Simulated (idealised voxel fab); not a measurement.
A process module follows: voxel ribs on slabs.
FYI the section here is cut, 270 nm wide, cells are 5 nm squares.
Format of a cross-section: grid, square cells. Given as bands. Order: top down. Band: one or more rows of cells.
Top height, bottom height, nm. Materials left to right, width each, nm. Single material + "full width" = fills band edge to edge. "blank" = empty.
Height is counted from the level 0, under which the received wafer is composed throughout of one material. The lowest of the bands is not closed at the bottom but continues downward, in the notation "0 down".
Width spec "30->40" -> top row of cells at first value, bottom row at second value, equal per-row change in between.
A step reported as "nothing changed" is a step in which no cell of the cross-section changed.
Fully sealed cavities: empty space of 8 cells or more with no open way to the top, each as width x height at its distance from the left edge, in nm
Where a step's line continues beyond its settings, the continuation is a remark by the simulator itself on that step.
overlay nm: mask offset rightward from planned place, masked step; negative means leftward offset.
The following list gives the planned process steps
1. RECEIVE with material Si
2. DIRECTIONAL_DEP with material SiO2, thk nm 20
3. DIRECTIONAL_DEP with material polySi, thk nm 15
4. MASKED_ETCH with tone cover, mask id RIB, width nm 30, etch materials polySi, depth nm 5, overlay nm 0
5. PATTERN with tone cover, mask id SLAB, material resist, width nm 60, thk nm 15, overlay nm 0
6. DIRECTIONAL_ETCH with etch materials polySi, depth nm 10
7. STRIP with etch materials resist
8. FILL_DEP with material SiO2, thk nm 20
9. CMP with height nm 50
10. DIRECTIONAL_DEP with material W, thk nm 5
11. DIRECTIONAL_DEP with material aC, thk nm 10
12. PATTERN with tone cover, mask id HEATER, material resist, width nm 40, thk nm 25, overlay nm 0
13. DIRECTIONAL_ETCH with etch materials aC, depth nm 10
14. STRIP with etch materials resist
15. DIRECTIONAL_ETCH with etch materials W, depth nm 5
16. STRIP with etch materials aC
17. CONFORMAL_DEP with material SiO2, thk nm 5
So this is the incoming wafer in cross-section - it's already been through step 1
- 0 down  Si full width
- Fully sealed cavities: none
The following cross-section depicts the wafer upon conclusion of the module. Processing commenced from the starting condition illustrated above and adhered to the plan illustrated above, save for one mistake in execution
- 60 to 55  110 of blank  50 of SiO2  110 of blank
- 55 to 50  115 of SiO2  40 of W  115 of SiO2
- 50 to 35  SiO2 full width
- 35 to 30  125 of SiO2  20 of polySi  125 of SiO2
- 30 to 20  105 of SiO2  60 of polySi  105 of SiO2
- 20 to 0  SiO2 full width
- 0 down  Si full width
- Fully sealed cavities: none
Here's what went sideways: so step 4 ended up running with a different setting than we planned, it ran as MASKED_ETCH with tone cover, mask id RIB, width nm 20, etch materials polySi, depth nm 5, overlay nm 0
